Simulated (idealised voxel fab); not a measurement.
process module | voxel self aligned contacts
cross-section cut | 155 nm wide | cells 5 nm
A cross-section is a grid of square cells, given in bands from the top down. A band is one or more rows of cells.
Each band's line starts with the height of the band's top and of its bottom, in nm. Then come its materials from left to right, each with its width in nm. One material with "throughout" fills the band from edge to edge. "air" is empty space.
Height 0 is the level under which the wafer as received is all one material. The lowest band goes on downwards, as in "0 down".
A width such as "30 to 40" changes by the same amount from each row of cells to the next, from the band's top row to its bottom row.
"no change" after a step means that no cell of the cross-section changed.
closed voids: empty space of 8 cells or more with no open way to the top, each as width x height at its distance from the left edge, in nm
after a step's settings: what the simulator itself notes on the step
overlay nm, on a step with a mask: how far to the right of its planned place the mask lay; to the left if negative
Each pair below shows a cross-section before one step and the cross-section after it, down to the lowest band that changed. The line under each pair gives the step between them, with its settings. The pairs can come from different runs of this module on the same starting wafer, so a pair continues from the pair above only where its "before" says so.
before
  75 to 55: resist 60 | air 35 | resist 60
  55 to 45: aC 60 | air 35 | aC 60
  45 to 40: SiO2 throughout
  40 to 25: SiO2 40 | SiN 40 | SiO2 15 | SiN 40 | SiO2 20
  25 to 5: SiO2 40 | SiN 5 | polySi 30 | SiN 5 | SiO2 15 | SiN 5 | polySi 30 | SiN 5 | SiO2 20
  5 to 0: SiO2 throughout
  0 down: Si throughout
  closed voids: none
after
  55 to 45: aC 60 | air 35 | aC 60
  below 45: unchanged
  closed voids: none
the step between: op STRIP | etch materials resist
before: the cross-section after the pair above
after
  55 to 45: aC 60 | air 35 | aC 60
  45 to 40: SiO2 60 | air 35 | SiO2 60
  40 to 25: SiO2 40 | SiN 40 | air 15 | SiN 40 | SiO2 20
  25 to 5: SiO2 40 | SiN 5 | polySi 30 | SiN 5 | air 15 | SiN 5 | polySi 30 | SiN 5 | SiO2 20
  5 to 0: SiO2 80 | air 15 | SiO2 60
  below 0: unchanged
  closed voids: none
the step between: op DIRECTIONAL_ETCH | etch materials SiO2 | depth nm 45
before: the cross-section after the pair above
after
  45 to 40: SiO2 60 | air 35 | SiO2 60
  below 40: unchanged
  closed voids: none
the step between: op STRIP | etch materials aC
before: the cross-section after the pair above
after
  50 to 45: TiN 65 | air 25 | TiN 65
  45 to 40: SiO2 60 | TiN 25 | air 5 | TiN 5 | SiO2 60
  40 to 25: SiO2 40 | SiN 40 | TiN 5 | air 5 | TiN 5 | SiN 40 | SiO2 20
  25 to 5: SiO2 40 | SiN 5 | polySi 30 | SiN 5 | TiN 5 | air 5 | TiN 5 | SiN 5 | polySi 30 | SiN 5 | SiO2 20
  5 to 0: SiO2 80 | TiN 15 | SiO2 60
  below 0: unchanged
  closed voids: none
the step between: op CONFORMAL_DEP | material TiN | thk nm 5
before: the cross-section after the pair above
after
  60 to 50: W throughout
  50 to 45: TiN 65 | W 25 | TiN 65
  45 to 40: SiO2 60 | TiN 25 | W 5 | TiN 5 | SiO2 60
  40 to 25: SiO2 40 | SiN 40 | TiN 5 | W 5 | TiN 5 | SiN 40 | SiO2 20
  25 to 5: SiO2 40 | SiN 5 | polySi 30 | SiN 5 | TiN 5 | W 5 | TiN 5 | SiN 5 | polySi 30 | SiN 5 | SiO2 20
  below 5: unchanged
  closed voids: none
the step between: op FILL_DEP | material W | thk nm 10
before: the cross-section after the pair above
after
  45 to 40: SiO2 60 | TiN 25 | W 5 | TiN 5 | SiO2 60
  below 40: unchanged
  closed voids: none
the step between: op CMP | height nm 45
before: the cross-section after the pair above
after
  50 to 45: SiCN throughout
  below 45: unchanged
  closed voids: none
the step between: op CONFORMAL_DEP | material SiCN | thk nm 5
before
  45 to 40: SiO2 60 | TiN 15 | W 5 | TiN 15 | SiO2 60
  40 to 25: SiO2 30 | SiN 40 | TiN 5 | W 5 | TiN 5 | SiN 40 | SiO2 30
  25 to 5: SiO2 30 | SiN 5 | polySi 30 | SiN 5 | TiN 5 | W 5 | TiN 5 | SiN 5 | polySi 30 | SiN 5 | SiO2 30
  5 to 0: SiO2 70 | TiN 15 | SiO2 70
  0 down: Si throughout
  closed voids: none
after
  50 to 45: aC throughout
  below 45: unchanged
  closed voids: none
the step between: op CONFORMAL_DEP | material aC | thk nm 5
before
  40 to 25: SiN throughout
  25 to 5: polySi throughout
  5 to 0: SiO2 throughout
  0 down: Si throughout
  closed voids: none
after
  60 to 40: resist 35 | air 30 | resist 25 | air 30 | resist 35
  below 40: unchanged
  closed voids: none
the step between: op PATTERN | tone open | mask id GATE | material resist | width nm 30 | pitch nm 55 | thk nm 20 | overlay nm 0
before: the cross-section after the pair above
after
  60 to 40: resist 35 | air 30 | resist 25 | air 30 | resist 35
  40 to 25: SiN 35 | air 30 | SiN 25 | air 30 | SiN 35
  below 25: unchanged
  closed voids: none
the step between: op DIRECTIONAL_ETCH | etch materials SiN | depth nm 15
before: the cross-section after the pair above
after
  60 to 40: resist 35 | air 30 | resist 25 | air 30 | resist 35
  40 to 25: SiN 35 | air 30 | SiN 25 | air 30 | SiN 35
  25 to 5: polySi 35 | air 30 | polySi 25 | air 30 | polySi 35
  below 5: unchanged
  closed voids: none
the step between: op DIRECTIONAL_ETCH | etch materials polySi | depth nm 20
before: the cross-section after the pair above
after
  40 to 25: SiN 35 | air 30 | SiN 25 | air 30 | SiN 35
  below 25: unchanged
  closed voids: none
the step between: op STRIP | etch materials resist
before: the cross-section after the pair above
after
  45 to 25: SiN 40 | air 20 | SiN 35 | air 20 | SiN 40
  25 to 10: polySi 35 | SiN 5 | air 20 | SiN 5 | polySi 25 | SiN 5 | air 20 | SiN 5 | polySi 35
  10 to 5: polySi 35 | SiN 30 | polySi 25 | SiN 30 | polySi 35
  below 5: unchanged
  closed voids: none
the step between: op CONFORMAL_DEP | material SiN | thk nm 5
before: the cross-section after the pair above
after
  40 to 25: SiN 40 | air 20 | SiN 35 | air 20 | SiN 40
  25 to 5: polySi 35 | SiN 5 | air 20 | SiN 5 | polySi 25 | SiN 5 | air 20 | SiN 5 | polySi 35
  below 5: unchanged
  closed voids: none
the step between: op DIRECTIONAL_ETCH | etch materials SiN | depth nm 5
before: the cross-section after the pair above
after
  50 to 40: SiO2 throughout
  40 to 25: SiN 40 | SiO2 20 | SiN 35 | SiO2 20 | SiN 40
  25 to 5: polySi 35 | SiN 5 | SiO2 20 | SiN 5 | polySi 25 | SiN 5 | SiO2 20 | SiN 5 | polySi 35
  below 5: unchanged
  closed voids: none
the step between: op FILL_DEP | material SiO2 | thk nm 10
before: the cross-section after the pair above
after
  45 to 40: SiO2 throughout
  below 40: unchanged
  closed voids: none
the step between: op CMP | height nm 45
before: the cross-section after the pair above
after
  55 to 45: aC throughout
  below 45: unchanged
  closed voids: none
the step between: op DIRECTIONAL_DEP | material aC | thk nm 10
before: the cross-section after the pair above
after
  85 to 55: resist 60 | air 35 | resist 60
  below 55: unchanged
  closed voids: none
the step between: op PATTERN | tone open | mask id CONTACT | material resist | width nm 35 | thk nm 30 | overlay nm 0
before: the cross-section after the pair above
after
  75 to 55: resist 60 | air 35 | resist 60
  55 to 45: aC 60 | air 35 | aC 60
  below 45: unchanged
  closed voids: none
the step between: op DIRECTIONAL_ETCH | etch materials aC | depth nm 10
before: the cross-section after the pair above
after
  55 to 45: aC 60 | air 35 | aC 60
  below 45: unchanged
  closed voids: none
the step between: op STRIP | etch materials resist
before: the cross-section after the pair above
after
  55 to 45: aC 60 | air 35 | aC 60
  45 to 40: SiO2 60 | air 35 | SiO2 60
  below 40: unchanged
  closed voids: none
the step between: op DIRECTIONAL_ETCH | etch materials SiO2 | depth nm 45
before: the cross-section after the pair above
after
  45 to 40: SiO2 60 | air 35 | SiO2 60
  below 40: unchanged
  closed voids: none
the step between: op STRIP | etch materials aC
before: the cross-section after the pair above
after
  50 to 45: TiN 65 | air 25 | TiN 65
  45 to 40: SiO2 60 | TiN 35 | SiO2 60
  below 40: unchanged
  closed voids: none
the step between: op CONFORMAL_DEP | material TiN | thk nm 5
before: the cross-section after the pair above
after
  60 to 50: W throughout
  50 to 45: TiN 65 | W 25 | TiN 65
  below 45: unchanged
  closed voids: none
the step between: op FILL_DEP | material W | thk nm 10
before: the cross-section after the pair above
after
  45 to 40: SiO2 60 | TiN 35 | SiO2 60
  below 40: unchanged
  closed voids: none
the step between: op CMP | height nm 45
before: the cross-section after the pair above
after
  50 to 45: SiCN throughout
  below 45: unchanged
  closed voids: none
the step between: op CONFORMAL_DEP | material SiCN | thk nm 5
